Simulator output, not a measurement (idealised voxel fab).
Process module heading - voxel lift off
FYI the section here is cut, 285 nm wide, cells are 5 nm squares.
Heads up, the way a cross-section reads in here is a grid of square cells, handed over as bands from the top down, with every band being one or more rows of cells.
This entry defines a band. It first specifies the height of the band's top and the height of its bottom in nm, and then specifies the band's materials from left to right, stating each material with its width in nm. The word "edge to edge" identifies a single material that fills the band from edge to edge, while the word "empty" identifies empty space.
Beneath 0, the wafer as received is one material, and that level is where height counting begins. The lowest band goes on downward without a bottom; it is written like "0 and below".
Top row gets the first number, bottom row gets the second, and each row in between changes by the same step: that is how a band width like "30->40" works.
For the purposes of this document, the phrase "nothing changed" attached to a step denotes that no cell within the cross-section was modified by that step.
"Closed internal voids" enumerates empty spaces isolated from the top, with no open way to it, that contain at least 8 cells, giving each as width x height at distance from the left edge, all three in nm.
Where a step's line continues beyond its settings, the continuation is a remark by the simulator itself on that step.
"overlay nm" on a masked step: distance the mask lay right of its planned place, negative for left.

### Steps in the process plan
| 1 | RECEIVE,material Si |
| 2 | CONFORMAL_DEP,material Al2O3,thk nm 10 |
| 3 | PATTERN,tone open,mask id LINES,material resist,width nm 25,pitch nm 50,thk nm 25,overlay nm 0 |
| 4 | DIRECTIONAL_DEP,material Ru,thk nm 10 |
| 5 | STRIP,etch materials resist |
| 6 | CONFORMAL_DEP,material SiO2,thk nm 5 |

### as received, after step 1
0 and below | Si edge to edge
Closed internal voids: none

### Cross-section at module end, one run error; start and plan unchanged from above
25 down to 15 | empty: 100, then SiO2: 35, then empty: 15, then SiO2: 35, then empty: 100
15 down to 10 | SiO2 edge to edge
10 down to 0 | Al2O3 edge to edge
0 and below | Si edge to edge
Closed internal voids: none
Here's what went sideways: step 4 was run on a setting that differed from the plan, and what really ran there is DIRECTIONAL_DEP,material SiO2,thk nm 10
